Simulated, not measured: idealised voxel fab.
Process module, titled voxel wiring stack
The figure presents cross-section cut, which has a width of 275 nm and is divided into square cells with an edge length of 5 nm.
A cross-section is a grid of square cells, given in bands from the top down. A band is one or more rows of cells. Band: top and bottom heights (nm) first, top before bottom; then materials from left to right, widths in nm. "throughout" marks a sole material filling the band edge to edge. "blank" denotes empty space. Height reference: 0 = level under which incoming wafer is all one material. Lowest band: no bottom, runs on downward, e.g. "top 0, no bottom". A two-number width, for instance "30->40", indicates that the width is equal to the first number in the top row of the band and to the second number in the bottom row, and that it changes by a constant amount per row of cells. Step marked "remained unchanged"? Then no cell in the cross-section changed in it. This entry, "Closed void entries", enumerates those empty regions of no fewer than 8 cells that possess no open connection to the top. Each region is reported in the form width x height at distance, the distance being taken from the left edge, with all three quantities expressed in nm. Anything after a step's settings on that line? It's the simulator's own note about the step. If you see "overlay nm" on a step's line and that step has a mask, it's telling you how far right of where it was planned the mask ended up; a negative number means it went left instead. Each pair of cross-sections that follows straddles one process step: the one shows the state before the step, the other the state after it, down to the lowest band that changed and no further. The step in question, and its settings, are given under the pair. Note that a pair is not necessarily a continuation of the pair above it, since pairs can come from different runs of this module on the same starting wafer; it is a continuation only where its entry headed "Ex-ante state" says so.

# Ex-ante state
    top 130, bottom 115: 75 of resist, 15 of blank, 75 of resist, 15 of blank, 95 of resist
    top 115, bottom 105: 75 of aC, 15 of blank, 15 of resist, 15 of aC, 30 of resist, 15 of aC, 15 of blank, 15 of resist, 80 of aC
    top 105, bottom 100: 75 of lowk, 15 of blank, 15 of resist, 15 of lowk, 30 of resist, 15 of lowk, 15 of blank, 15 of resist, 80 of lowk
    top 100, bottom 90: 75 of lowk, 15 of blank, 15 of aC, 15 of lowk, 30 of aC, 15 of lowk, 15 of blank, 15 of aC, 80 of lowk
    top 90, bottom 80: lowk throughout
    top 80, bottom 75: SiCN throughout
    top 75, bottom 65: 75 of lowk, 5 of TiN, 20 of Cu, 5 of TiN, 15 of lowk, 5 of TiN, 20 of Cu, 5 of TiN, 15 of lowk, 5 of TiN, 20 of Cu, 5 of TiN, 80 of lowk
    top 65, bottom 60: 75 of lowk, 5 of TiN, 5 of Cu, 20 of TiN, 15 of lowk, 30 of TiN, 15 of lowk, 5 of TiN, 5 of Cu, 20 of TiN, 80 of lowk
    top 60, bottom 45: 75 of lowk, 5 of TiN, 5 of Cu, 5 of TiN, 75 of lowk, 5 of TiN, 5 of Cu, 5 of TiN, 95 of lowk
    top 45, bottom 40: 75 of SiCN, 15 of TiN, 75 of SiCN, 15 of TiN, 95 of SiCN
    top 40, bottom 35: 75 of SiO2, 5 of TiN, 20 of Cu, 5 of TiN, 15 of SiO2, 5 of TiN, 20 of Cu, 5 of TiN, 15 of SiO2, 5 of TiN, 20 of Cu, 5 of TiN, 80 of SiO2
    top 35, bottom 30: 75 of SiCN, 30 of TiN, 15 of SiCN, 30 of TiN, 15 of SiCN, 30 of TiN, 80 of SiCN
    top 30, bottom 0: SiO2 throughout
    top 0, no bottom: Si throughout
    Closed void entries: none

# Sectional Result
    top 115, bottom 105: 75 of aC, 30 of blank, 15 of aC, 30 of blank, 15 of aC, 30 of blank, 80 of aC
    top 105, bottom 100: 75 of lowk, 30 of blank, 15 of lowk, 30 of blank, 15 of lowk, 30 of blank, 80 of lowk
    Under the height 100 nothing was changed.
    Closed void entries: none
In between the before and after cross-sections above, the step is op STRIP | etch materials resist

Ex-ante state: the after view from the pair directly above serves as the before view here.

# Sectional Result
    top 115, bottom 105: 75 of aC, 30 of blank, 15 of aC, 30 of blank, 15 of aC, 30 of blank, 80 of aC
    top 105, bottom 100: 75 of lowk, 30 of blank, 15 of lowk, 30 of blank, 15 of lowk, 30 of blank, 80 of lowk
    top 100, bottom 90: 75 of lowk, 15 of blank, 15 of aC, 15 of lowk, 30 of aC, 15 of lowk, 15 of blank, 15 of aC, 80 of lowk
    top 90, bottom 80: 75 of lowk, 15 of blank, 75 of lowk, 15 of blank, 95 of lowk
    Under the height 80 nothing was changed.
    Closed void entries: none
In between the before and after cross-sections above, the step is op DIRECTIONAL_ETCH | etch materials lowk | depth nm 10

Ex-ante state: the after view from the pair directly above serves as the before view here.

# Sectional Result
    top 115, bottom 105: 75 of aC, 30 of blank, 15 of aC, 30 of blank, 15 of aC, 30 of blank, 80 of aC
    top 105, bottom 100: 75 of lowk, 30 of blank, 15 of lowk, 30 of blank, 15 of lowk, 30 of blank, 80 of lowk
    top 100, bottom 90: 75 of lowk, 15 of blank, 15 of aC, 15 of lowk, 30 of aC, 15 of lowk, 15 of blank, 15 of aC, 80 of lowk
    top 90, bottom 80: 75 of lowk, 15 of blank, 75 of lowk, 15 of blank, 95 of lowk
    top 80, bottom 75: 75 of SiCN, 15 of blank, 75 of SiCN, 15 of blank, 95 of SiCN
    Under the height 75 nothing was changed.
    Closed void entries: none
In between the before and after cross-sections above, the step is op DIRECTIONAL_ETCH | etch materials SiCN | depth nm 5

Ex-ante state: the after view from the pair directly above serves as the before view here.

# Sectional Result
    top 105, bottom 90: 75 of lowk, 30 of blank, 15 of lowk, 30 of blank, 15 of lowk, 30 of blank, 80 of lowk
    Under the height 90 nothing was changed.
    Closed void entries: none
In between the before and after cross-sections above, the step is op STRIP | etch materials aC

Ex-ante state: the after view from the pair directly above serves as the before view here.

# Sectional Result
    top 110, bottom 105: 80 of TiN, 20 of blank, 25 of TiN, 20 of blank, 25 of TiN, 20 of blank, 85 of TiN
    top 105, bottom 95: 75 of lowk, 5 of TiN, 20 of blank, 5 of TiN, 15 of lowk, 5 of TiN, 20 of blank, 5 of TiN, 15 of lowk, 5 of TiN, 20 of blank, 5 of TiN, 80 of lowk
    top 95, bottom 90: 75 of lowk, 5 of TiN, 5 of blank, 20 of TiN, 15 of lowk, 30 of TiN, 15 of lowk, 5 of TiN, 5 of blank, 20 of TiN, 80 of lowk
    top 90, bottom 80: 75 of lowk, 5 of TiN, 5 of blank, 5 of TiN, 75 of lowk, 5 of TiN, 5 of blank, 5 of TiN, 95 of lowk
    top 80, bottom 75: 75 of SiCN, 15 of TiN, 75 of SiCN, 15 of TiN, 95 of SiCN
    Under the height 75 nothing was changed.
    Closed void entries: none
In between the before and after cross-sections above, the step is op CONFORMAL_DEP | material TiN | thk nm 5

Ex-ante state: the after view from the pair directly above serves as the before view here.

# Sectional Result
    top 115, bottom 110: Cu throughout
    top 110, bottom 105: 80 of TiN, 20 of Cu, 25 of TiN, 20 of Cu, 25 of TiN, 20 of Cu, 85 of TiN
    top 105, bottom 95: 75 of lowk, 5 of TiN, 20 of Cu, 5 of TiN, 15 of lowk, 5 of TiN, 20 of Cu, 5 of TiN, 15 of lowk, 5 of TiN, 20 of Cu, 5 of TiN, 80 of lowk
    top 95, bottom 90: 75 of lowk, 5 of TiN, 5 of Cu, 20 of TiN, 15 of lowk, 30 of TiN, 15 of lowk, 5 of TiN, 5 of Cu, 20 of TiN, 80 of lowk
    top 90, bottom 80: 75 of lowk, 5 of TiN, 5 of Cu, 5 of TiN, 75 of lowk, 5 of TiN, 5 of Cu, 5 of TiN, 95 of lowk
    Under the height 80 nothing was changed.
    Closed void entries: none
In between the before and after cross-sections above, the step is op FILL_DEP | material Cu | thk nm 5

Ex-ante state: the after view from the pair directly above serves as the before view here.

# Sectional Result
    top 105, bottom 95: 75 of lowk, 5 of TiN, 20 of Cu, 5 of TiN, 15 of lowk, 5 of TiN, 20 of Cu, 5 of TiN, 15 of lowk, 5 of TiN, 20 of Cu, 5 of TiN, 80 of lowk
    Under the height 95 nothing was changed.
    Closed void entries: none
In between the before and after cross-sections above, the step is op CMP | height nm 105

Ex-ante state: the after view from the pair directly above serves as the before view here.

# Sectional Result
    top 110, bottom 105: SiCN throughout
    Under the height 105 nothing was changed.
    Closed void entries: none
In between the before and after cross-sections above, the step is op CONFORMAL_DEP | material SiCN | thk nm 5

# Ex-ante state
    top 0, no bottom: Si throughout
    Closed void entries: none

# Sectional Result
    top 5, bottom 0: SiCN throughout
    Under the height 0 nothing was changed.
    Closed void entries: none
In between the before and after cross-sections above, the step is op CONFORMAL_DEP | material SiCN | thk nm 5

Ex-ante state: the after view from the pair directly above serves as the before view here.

# Sectional Result
    top 20, bottom 5: SiO2 throughout
    Under the height 5 nothing was changed.
    Closed void entries: none
In between the before and after cross-sections above, the step is op CONFORMAL_DEP | material SiO2 | thk nm 15

Ex-ante state: the after view from the pair directly above serves as the before view here.

# Sectional Result
    top 40, bottom 5: SiO2 throughout
    Under the height 5 nothing was changed.
    Closed void entries: none
In between the before and after cross-sections above, the step is op DIRECTIONAL_DEP | material SiO2 | thk nm 20

Ex-ante state: the after view from the pair directly above serves as the before view here.

# Sectional Result
    top 55, bottom 40: aC throughout
    Under the height 40 nothing was changed.
    Closed void entries: none
In between the before and after cross-sections above, the step is op DIRECTIONAL_DEP | material aC | thk nm 15

Ex-ante state: the after view from the pair directly above serves as the before view here.

# Sectional Result
    top 85, bottom 55: 75 of resist, 30 of blank, 15 of resist, 30 of blank, 15 of resist, 30 of blank, 80 of resist
    Under the height 55 nothing was changed.
    Closed void entries: none
In between the before and after cross-sections above, the step is op PATTERN | tone open | mask id METAL_1 | material resist | width nm 30 | pitch nm 45 | thk nm 30 | overlay nm 0

Ex-ante state: the after view from the pair directly above serves as the before view here.

# Sectional Result
    top 70, bottom 55: 75 of resist, 30 of blank, 15 of resist, 30 of blank, 15 of resist, 30 of blank, 80 of resist
    top 55, bottom 40: 75 of aC, 30 of blank, 15 of aC, 30 of blank, 15 of aC, 30 of blank, 80 of aC
    Under the height 40 nothing was changed.
    Closed void entries: none
In between the before and after cross-sections above, the step is op DIRECTIONAL_ETCH | etch materials aC | depth nm 15

Ex-ante state: the after view from the pair directly above serves as the before view here.

# Sectional Result
    top 55, bottom 40: 75 of aC, 30 of blank, 15 of aC, 30 of blank, 15 of aC, 30 of blank, 80 of aC
    Under the height 40 nothing was changed.
    Closed void entries: none
In between the before and after cross-sections above, the step is op STRIP | etch materials resist

Ex-ante state: the after view from the pair directly above serves as the before view here.

# Sectional Result
    top 55, bottom 40: 75 of aC, 30 of blank, 15 of aC, 30 of blank, 15 of aC, 30 of blank, 80 of aC
    top 40, bottom 20: 75 of SiO2, 30 of blank, 15 of SiO2, 30 of blank, 15 of SiO2, 30 of blank, 80 of SiO2
    Under the height 20 nothing was changed.
    Closed void entries: none
In between the before and after cross-sections above, the step is op DIRECTIONAL_ETCH | etch materials SiO2 | depth nm 20

Ex-ante state: the after view from the pair directly above serves as the before view here.

# Sectional Result
    top 40, bottom 20: 75 of SiO2, 30 of blank, 15 of SiO2, 30 of blank, 15 of SiO2, 30 of blank, 80 of SiO2
    Under the height 20 nothing was changed.
    Closed void entries: none
In between the before and after cross-sections above, the step is op STRIP | etch materials aC

Ex-ante state: the after view from the pair directly above serves as the before view here.

# Sectional Result
    top 45, bottom 40: 80 of TiN, 20 of blank, 25 of TiN, 20 of blank, 25 of TiN, 20 of blank, 85 of TiN
    top 40, bottom 25: 75 of SiO2, 5 of TiN, 20 of blank, 5 of TiN, 15 of SiO2, 5 of TiN, 20 of blank, 5 of TiN, 15 of SiO2, 5 of TiN, 20 of blank, 5 of TiN, 80 of SiO2
    top 25, bottom 20: 75 of SiO2, 30 of TiN, 15 of SiO2, 30 of TiN, 15 of SiO2, 30 of TiN, 80 of SiO2
    Under the height 20 nothing was changed.
    Closed void entries: none
In between the before and after cross-sections above, the step is op CONFORMAL_DEP | material TiN | thk nm 5

Ex-ante state: the after view from the pair directly above serves as the before view here.

# Sectional Result
    top 50, bottom 45: Cu throughout
    top 45, bottom 40: 80 of TiN, 20 of Cu, 25 of TiN, 20 of Cu, 25 of TiN, 20 of Cu, 85 of TiN
    top 40, bottom 25: 75 of SiO2, 5 of TiN, 20 of Cu, 5 of TiN, 15 of SiO2, 5 of TiN, 20 of Cu, 5 of TiN, 15 of SiO2, 5 of TiN, 20 of Cu, 5 of TiN, 80 of SiO2
    Under the height 25 nothing was changed.
    Closed void entries: none
In between the before and after cross-sections above, the step is op FILL_DEP | material Cu | thk nm 5

Ex-ante state: the after view from the pair directly above serves as the before view here.

# Sectional Result
    top 40, bottom 25: 75 of SiO2, 5 of TiN, 20 of Cu, 5 of TiN, 15 of SiO2, 5 of TiN, 20 of Cu, 5 of TiN, 15 of SiO2, 5 of TiN, 20 of Cu, 5 of TiN, 80 of SiO2
    Under the height 25 nothing was changed.
    Closed void entries: none
In between the before and after cross-sections above, the step is op CMP | height nm 40

Ex-ante state: the after view from the pair directly above serves as the before view here.

# Sectional Result
    top 45, bottom 40: SiCN throughout
    Under the height 40 nothing was changed.
    Closed void entries: none
In between the before and after cross-sections above, the step is op CONFORMAL_DEP | material SiCN | thk nm 5

Ex-ante state: the after view from the pair directly above serves as the before view here.

# Sectional Result
    top 75, bottom 45: lowk throughout
    Under the height 45 nothing was changed.
    Closed void entries: none
In between the before and after cross-sections above, the step is op DIRECTIONAL_DEP | material lowk | thk nm 30

Ex-ante state: the after view from the pair directly above serves as the before view here.

# Sectional Result
    top 90, bottom 75: 75 of resist, 30 of blank, 15 of resist, 30 of blank, 15 of resist, 30 of blank, 80 of resist
    Under the height 75 nothing was changed.
    Closed void entries: none
In between the before and after cross-sections above, the step is op PATTERN | tone open | mask id METAL_2 | material resist | width nm 30 | pitch nm 45 | thk nm 15 | overlay nm 0

Ex-ante state: the after view from the pair directly above serves as the before view here.

# Sectional Result
    top 90, bottom 75: 75 of resist, 30 of blank, 15 of resist, 30 of blank, 15 of resist, 30 of blank, 80 of resist
    top 75, bottom 60: 75 of lowk, 30 of blank, 15 of lowk, 30 of blank, 15 of lowk, 30 of blank, 80 of lowk
    Under the height 60 nothing was changed.
    Closed void entries: none
In between the before and after cross-sections above, the step is op DIRECTIONAL_ETCH | etch materials lowk | depth nm 15

Ex-ante state: the after view from the pair directly above serves as the before view here.

# Sectional Result
    top 75, bottom 60: 75 of lowk, 30 of blank, 15 of lowk, 30 of blank, 15 of lowk, 30 of blank, 80 of lowk
    Under the height 60 nothing was changed.
    Closed void entries: none
In between the before and after cross-sections above, the step is op STRIP | etch materials resist

Ex-ante state: the after view from the pair directly above serves as the before view here.

# Sectional Result
    top 95, bottom 75: 75 of resist, 15 of blank, 75 of resist, 15 of blank, 95 of resist
    top 75, bottom 60: 75 of lowk, 15 of blank, 15 of resist, 15 of lowk, 30 of resist, 15 of lowk, 15 of blank, 15 of resist, 80 of lowk
    Under the height 60 nothing was changed.
    Closed void entries: none
In between the before and after cross-sections above, the step is op PATTERN | tone open | mask id METAL_2_HOLES | material resist | width nm 15 | pitch nm 90 | thk nm 20 | overlay nm 0

Ex-ante state: the after view from the pair directly above serves as the before view here.

# Sectional Result
    top 95, bottom 75: 75 of resist, 15 of blank, 75 of resist, 15 of blank, 95 of resist
    top 75, bottom 60: 75 of lowk, 15 of blank, 15 of resist, 15 of lowk, 30 of resist, 15 of lowk, 15 of blank, 15 of resist, 80 of lowk
    top 60, bottom 45: 75 of lowk, 15 of blank, 75 of lowk, 15 of blank, 95 of lowk
    Under the height 45 nothing was changed.
    Closed void entries: none
In between the before and after cross-sections above, the step is op DIRECTIONAL_ETCH | etch materials lowk | depth nm 15

Ex-ante state: the after view from the pair directly above serves as the before view here.

# Sectional Result
    top 95, bottom 75: 75 of resist, 15 of blank, 75 of resist, 15 of blank, 95 of resist
    top 75, bottom 60: 75 of lowk, 15 of blank, 15 of resist, 15 of lowk, 30 of resist, 15 of lowk, 15 of blank, 15 of resist, 80 of lowk
    top 60, bottom 45: 75 of lowk, 15 of blank, 75 of lowk, 15 of blank, 95 of lowk
    top 45, bottom 40: 75 of SiCN, 15 of blank, 75 of SiCN, 15 of blank, 95 of SiCN
    Under the height 40 nothing was changed.
    Closed void entries: none
In between the before and after cross-sections above, the step is op DIRECTIONAL_ETCH | etch materials SiCN | depth nm 5

Ex-ante state: the after view from the pair directly above serves as the before view here.

# Sectional Result
    top 75, bottom 60: 75 of lowk, 30 of blank, 15 of lowk, 30 of blank, 15 of lowk, 30 of blank, 80 of lowk
    Under the height 60 nothing was changed.
    Closed void entries: none
In between the before and after cross-sections above, the step is op STRIP | etch materials resist

Ex-ante state: the after view from the pair directly above serves as the before view here.

# Sectional Result
    top 80, bottom 75: 80 of TiN, 20 of blank, 25 of TiN, 20 of blank, 25 of TiN, 20 of blank, 85 of TiN
    top 75, bottom 65: 75 of lowk, 5 of TiN, 20 of blank, 5 of TiN, 15 of lowk, 5 of TiN, 20 of blank, 5 of TiN, 15 of lowk, 5 of TiN, 20 of blank, 5 of TiN, 80 of lowk
    top 65, bottom 60: 75 of lowk, 5 of TiN, 5 of blank, 20 of TiN, 15 of lowk, 30 of TiN, 15 of lowk, 5 of TiN, 5 of blank, 20 of TiN, 80 of lowk
    top 60, bottom 45: 75 of lowk, 5 of TiN, 5 of blank, 5 of TiN, 75 of lowk, 5 of TiN, 5 of blank, 5 of TiN, 95 of lowk
    top 45, bottom 40: 75 of SiCN, 15 of TiN, 75 of SiCN, 15 of TiN, 95 of SiCN
    Under the height 40 nothing was changed.
    Closed void entries: none
In between the before and after cross-sections above, the step is op CONFORMAL_DEP | material TiN | thk nm 5

Ex-ante state: the after view from the pair directly above serves as the before view here.

# Sectional Result
    top 85, bottom 80: Cu throughout
    top 80, bottom 75: 80 of TiN, 20 of Cu, 25 of TiN, 20 of Cu, 25 of TiN, 20 of Cu, 85 of TiN
    top 75, bottom 65: 75 of lowk, 5 of TiN, 20 of Cu, 5 of TiN, 15 of lowk, 5 of TiN, 20 of Cu, 5 of TiN, 15 of lowk, 5 of TiN, 20 of Cu, 5 of TiN, 80 of lowk
    top 65, bottom 60: 75 of lowk, 5 of TiN, 5 of Cu, 20 of TiN, 15 of lowk, 30 of TiN, 15 of lowk, 5 of TiN, 5 of Cu, 20 of TiN, 80 of lowk
    top 60, bottom 45: 75 of lowk, 5 of TiN, 5 of Cu, 5 of TiN, 75 of lowk, 5 of TiN, 5 of Cu, 5 of TiN, 95 of lowk
    Under the height 45 nothing was changed.
    Closed void entries: none
In between the before and after cross-sections above, the step is op FILL_DEP | material Cu | thk nm 5

Ex-ante state: the after view from the pair directly above serves as the before view here.

# Sectional Result
    top 75, bottom 65: 75 of lowk, 5 of TiN, 20 of Cu, 5 of TiN, 15 of lowk, 5 of TiN, 20 of Cu, 5 of TiN, 15 of lowk, 5 of TiN, 20 of Cu, 5 of TiN, 80 of lowk
    Under the height 65 nothing was changed.
    Closed void entries: none
In between the before and after cross-sections above, the step is op CMP | height nm 75

Ex-ante state: the after view from the pair directly above serves as the before view here.

# Sectional Result
    top 80, bottom 75: SiCN throughout
    Under the height 75 nothing was changed.
    Closed void entries: none
In between the before and after cross-sections above, the step is op CONFORMAL_DEP | material SiCN | thk nm 5

Ex-ante state: the after view from the pair directly above serves as the before view here.

# Sectional Result
    top 105, bottom 80: lowk throughout
    Under the height 80 nothing was changed.
    Closed void entries: none
In between the before and after cross-sections above, the step is op DIRECTIONAL_DEP | material lowk | thk nm 25

Ex-ante state: the after view from the pair directly above serves as the before view here.

# Sectional Result
    top 120, bottom 105: aC throughout
    Under the height 105 nothing was changed.
    Closed void entries: none
In between the before and after cross-sections above, the step is op DIRECTIONAL_DEP | material aC | thk nm 15

Ex-ante state: the after view from the pair directly above serves as the before view here.

# Sectional Result
    top 150, bottom 120: 75 of resist, 30 of blank, 15 of resist, 30 of blank, 15 of resist, 30 of blank, 80 of resist
    Under the height 120 nothing was changed.
    Closed void entries: none
In between the before and after cross-sections above, the step is op PATTERN | tone open | mask id METAL_3 | material resist | width nm 30 | pitch nm 45 | thk nm 30 | overlay nm 0

Ex-ante state: the after view from the pair directly above serves as the before view here.

# Sectional Result
    top 135, bottom 120: 75 of resist, 30 of blank, 15 of resist, 30 of blank, 15 of resist, 30 of blank, 80 of resist
    top 120, bottom 105: 75 of aC, 30 of blank, 15 of aC, 30 of blank, 15 of aC, 30 of blank, 80 of aC
    Under the height 105 nothing was changed.
    Closed void entries: none
In between the before and after cross-sections above, the step is op DIRECTIONAL_ETCH | etch materials aC | depth nm 15

Ex-ante state: the after view from the pair directly above serves as the before view here.

# Sectional Result
    top 120, bottom 105: 75 of aC, 30 of blank, 15 of aC, 30 of blank, 15 of aC, 30 of blank, 80 of aC
    Under the height 105 nothing was changed.
    Closed void entries: none
In between the before and after cross-sections above, the step is op STRIP | etch materials resist

Ex-ante state: the after view from the pair directly above serves as the before view here.

# Sectional Result
    top 120, bottom 105: 75 of aC, 30 of blank, 15 of aC, 30 of blank, 15 of aC, 30 of blank, 80 of aC
    top 105, bottom 90: 75 of lowk, 30 of blank, 15 of lowk, 30 of blank, 15 of lowk, 30 of blank, 80 of lowk
    Under the height 90 nothing was changed.
    Closed void entries: none
In between the before and after cross-sections above, the step is op DIRECTIONAL_ETCH | etch materials lowk | depth nm 15

Ex-ante state: the after view from the pair directly above serves as the before view here.

# Sectional Result
    top 105, bottom 90: 75 of lowk, 30 of blank, 15 of lowk, 30 of blank, 15 of lowk, 30 of blank, 80 of lowk
    Under the height 90 nothing was changed.
    Closed void entries: none
In between the before and after cross-sections above, the step is op STRIP | etch materials aC

Ex-ante state: the after view from the pair directly above serves as the before view here.

# Sectional Result
    top 115, bottom 105: 75 of aC, 30 of blank, 15 of aC, 30 of blank, 15 of aC, 30 of blank, 80 of aC
    top 105, bottom 100: 75 of lowk, 30 of blank, 15 of lowk, 30 of blank, 15 of lowk, 30 of blank, 80 of lowk
    top 100, bottom 90: 75 of lowk, 30 of aC, 15 of lowk, 30 of aC, 15 of lowk, 30 of aC, 80 of lowk
    Under the height 90 nothing was changed.
    Closed void entries: none
In between the before and after cross-sections above, the step is op DIRECTIONAL_DEP | material aC | thk nm 10

Ex-ante state: the after view from the pair directly above serves as the before view here.

# Sectional Result
    top 140, bottom 115: 75 of resist, 15 of blank, 75 of resist, 15 of blank, 95 of resist
    top 115, bottom 105: 75 of aC, 15 of blank, 15 of resist, 15 of aC, 30 of resist, 15 of aC, 15 of blank, 15 of resist, 80 of aC
    top 105, bottom 100: 75 of lowk, 15 of blank, 15 of resist, 15 of lowk, 30 of resist, 15 of lowk, 15 of blank, 15 of resist, 80 of lowk
    Under the height 100 nothing was changed.
    Closed void entries: none
In between the before and after cross-sections above, the step is op PATTERN | tone open | mask id METAL_3_HOLES | material resist | width nm 15 | pitch nm 90 | thk nm 25 | overlay nm 0

Ex-ante state: the after view from the pair directly above serves as the before view here.

# Sectional Result
    top 130, bottom 115: 75 of resist, 15 of blank, 75 of resist, 15 of blank, 95 of resist
    top 115, bottom 105: 75 of aC, 15 of blank, 15 of resist, 15 of aC, 30 of resist, 15 of aC, 15 of blank, 15 of resist, 80 of aC
    top 105, bottom 100: 75 of lowk, 15 of blank, 15 of resist, 15 of lowk, 30 of resist, 15 of lowk, 15 of blank, 15 of resist, 80 of lowk
    top 100, bottom 90: 75 of lowk, 15 of blank, 15 of aC, 15 of lowk, 30 of aC, 15 of lowk, 15 of blank, 15 of aC, 80 of lowk
    Under the height 90 nothing was changed.
    Closed void entries: none
In between the before and after cross-sections above, the step is op DIRECTIONAL_ETCH | etch materials aC | depth nm 10

Ex-ante state: the after view from the pair directly above serves as the before view here.

# Sectional Result
    top 115, bottom 105: 75 of aC, 30 of blank, 15 of aC, 30 of blank, 15 of aC, 30 of blank, 80 of aC
    top 105, bottom 100: 75 of lowk, 30 of blank, 15 of lowk, 30 of blank, 15 of lowk, 30 of blank, 80 of lowk
    Under the height 100 nothing was changed.
    Closed void entries: none
In between the before and after cross-sections above, the step is op STRIP | etch materials resist

Ex-ante state: the after view from the pair directly above serves as the before view here.

# Sectional Result
    top 115, bottom 105: 75 of aC, 30 of blank, 15 of aC, 30 of blank, 15 of aC, 30 of blank, 80 of aC
    top 105, bottom 100: 75 of lowk, 30 of blank, 15 of lowk, 30 of blank, 15 of lowk, 30 of blank, 80 of lowk
    top 100, bottom 90: 75 of lowk, 15 of blank, 15 of aC, 15 of lowk, 30 of aC, 15 of lowk, 15 of blank, 15 of aC, 80 of lowk
    top 90, bottom 80: 75 of lowk, 15 of blank, 75 of lowk, 15 of blank, 95 of lowk
    Under the height 80 nothing was changed.
    Closed void entries: none
In between the before and after cross-sections above, the step is op DIRECTIONAL_ETCH | etch materials lowk | depth nm 10

Ex-ante state: the after view from the pair directly above serves as the before view here.

# Sectional Result
    top 115, bottom 105: 75 of aC, 30 of blank, 15 of aC, 30 of blank, 15 of aC, 30 of blank, 80 of aC
    top 105, bottom 100: 75 of lowk, 30 of blank, 15 of lowk, 30 of blank, 15 of lowk, 30 of blank, 80 of lowk
    top 100, bottom 90: 75 of lowk, 15 of blank, 15 of aC, 15 of lowk, 30 of aC, 15 of lowk, 15 of blank, 15 of aC, 80 of lowk
    top 90, bottom 80: 75 of lowk, 15 of blank, 75 of lowk, 15 of blank, 95 of lowk
    top 80, bottom 75: 75 of SiCN, 15 of blank, 75 of SiCN, 15 of blank, 95 of SiCN
    Under the height 75 nothing was changed.
    Closed void entries: none
In between the before and after cross-sections above, the step is op DIRECTIONAL_ETCH | etch materials SiCN | depth nm 5

Ex-ante state: the after view from the pair directly above serves as the before view here.

# Sectional Result
    top 105, bottom 90: 75 of lowk, 30 of blank, 15 of lowk, 30 of blank, 15 of lowk, 30 of blank, 80 of lowk
    Under the height 90 nothing was changed.
    Closed void entries: none
In between the before and after cross-sections above, the step is op STRIP | etch materials aC

Ex-ante state: the after view from the pair directly above serves as the before view here.

# Sectional Result
    top 110, bottom 105: 80 of TiN, 20 of blank, 25 of TiN, 20 of blank, 25 of TiN, 20 of blank, 85 of TiN
    top 105, bottom 95: 75 of lowk, 5 of TiN, 20 of blank, 5 of TiN, 15 of lowk, 5 of TiN, 20 of blank, 5 of TiN, 15 of lowk, 5 of TiN, 20 of blank, 5 of TiN, 80 of lowk
    top 95, bottom 90: 75 of lowk, 5 of TiN, 5 of blank, 20 of TiN, 15 of lowk, 30 of TiN, 15 of lowk, 5 of TiN, 5 of blank, 20 of TiN, 80 of lowk
    top 90, bottom 80: 75 of lowk, 5 of TiN, 5 of blank, 5 of TiN, 75 of lowk, 5 of TiN, 5 of blank, 5 of TiN, 95 of lowk
    top 80, bottom 75: 75 of SiCN, 15 of TiN, 75 of SiCN, 15 of TiN, 95 of SiCN
    Under the height 75 nothing was changed.
    Closed void entries: none
In between the before and after cross-sections above, the step is op CONFORMAL_DEP | material TiN | thk nm 5

Ex-ante state: the after view from the pair directly above serves as the before view here.

# Sectional Result
    top 115, bottom 110: Cu throughout
    top 110, bottom 105: 80 of TiN, 20 of Cu, 25 of TiN, 20 of Cu, 25 of TiN, 20 of Cu, 85 of TiN
    top 105, bottom 95: 75 of lowk, 5 of TiN, 20 of Cu, 5 of TiN, 15 of lowk, 5 of TiN, 20 of Cu, 5 of TiN, 15 of lowk, 5 of TiN, 20 of Cu, 5 of TiN, 80 of lowk
    top 95, bottom 90: 75 of lowk, 5 of TiN, 5 of Cu, 20 of TiN, 15 of lowk, 30 of TiN, 15 of lowk, 5 of TiN, 5 of Cu, 20 of TiN, 80 of lowk
    top 90, bottom 80: 75 of lowk, 5 of TiN, 5 of Cu, 5 of TiN, 75 of lowk, 5 of TiN, 5 of Cu, 5 of TiN, 95 of lowk
    Under the height 80 nothing was changed.
    Closed void entries: none
In between the before and after cross-sections above, the step is op FILL_DEP | material Cu | thk nm 5

Ex-ante state: the after view from the pair directly above serves as the before view here.

# Sectional Result
    top 105, bottom 95: 75 of lowk, 5 of TiN, 20 of Cu, 5 of TiN, 15 of lowk, 5 of TiN, 20 of Cu, 5 of TiN, 15 of lowk, 5 of TiN, 20 of Cu, 5 of TiN, 80 of lowk
    Under the height 95 nothing was changed.
    Closed void entries: none
In between the before and after cross-sections above, the step is op CMP | height nm 105

Ex-ante state: the after view from the pair directly above serves as the before view here.

# Sectional Result
    top 110, bottom 105: SiCN throughout
    Under the height 105 nothing was changed.
    Closed void entries: none
In between the before and after cross-sections above, the step is op CONFORMAL_DEP | material SiCN | thk nm 5

# Ex-ante state
    top 105, bottom 95: 75 of lowk, 5 of TiN, 20 of Cu, 5 of TiN, 15 of lowk, 5 of TiN, 20 of Cu, 5 of TiN, 15 of lowk, 5 of TiN, 20 of Cu, 5 of TiN, 80 of lowk
    top 95, bottom 90: 75 of lowk, 5 of TiN, 5 of Cu, 20 of TiN, 15 of lowk, 30 of TiN, 15 of lowk, 5 of TiN, 5 of Cu, 20 of TiN, 80 of lowk
    top 90, bottom 80: 75 of lowk, 5 of TiN, 5 of Cu, 5 of TiN, 75 of lowk, 5 of TiN, 5 of Cu, 5 of TiN, 95 of lowk
    top 80, bottom 75: 75 of SiCN, 15 of TiN, 75 of SiCN, 15 of TiN, 95 of SiCN
    top 75, bottom 65: 75 of lowk, 5 of TiN, 20 of Cu, 5 of TiN, 15 of lowk, 5 of TiN, 20 of Cu, 5 of TiN, 15 of lowk, 5 of TiN, 20 of Cu, 5 of TiN, 80 of lowk
    top 65, bottom 60: 75 of lowk, 5 of TiN, 5 of Cu, 20 of TiN, 15 of lowk, 30 of TiN, 15 of lowk, 5 of TiN, 5 of Cu, 20 of TiN, 80 of lowk
    top 60, bottom 45: 75 of lowk, 5 of TiN, 5 of Cu, 5 of TiN, 75 of lowk, 5 of TiN, 5 of Cu, 5 of TiN, 95 of lowk
    top 45, bottom 40: 75 of SiCN, 15 of TiN, 75 of SiCN, 15 of TiN, 95 of SiCN
    top 40, bottom 20: 75 of SiO2, 5 of TiN, 20 of Cu, 5 of TiN, 15 of SiO2, 5 of TiN, 20 of Cu, 5 of TiN, 15 of SiO2, 5 of TiN, 20 of Cu, 5 of TiN, 80 of SiO2
    top 20, bottom 15: 75 of SiCN, 30 of TiN, 15 of SiCN, 30 of TiN, 15 of SiCN, 30 of TiN, 80 of SiCN
    top 15, bottom 0: SiO2 throughout
    top 0, no bottom: Si throughout
    Closed void entries: none

# Sectional Result
    top 120, bottom 105: SiCN throughout
    Under the height 105 nothing was changed.
    Closed void entries: none
In between the before and after cross-sections above, the step is op CONFORMAL_DEP | material SiCN | thk nm 15
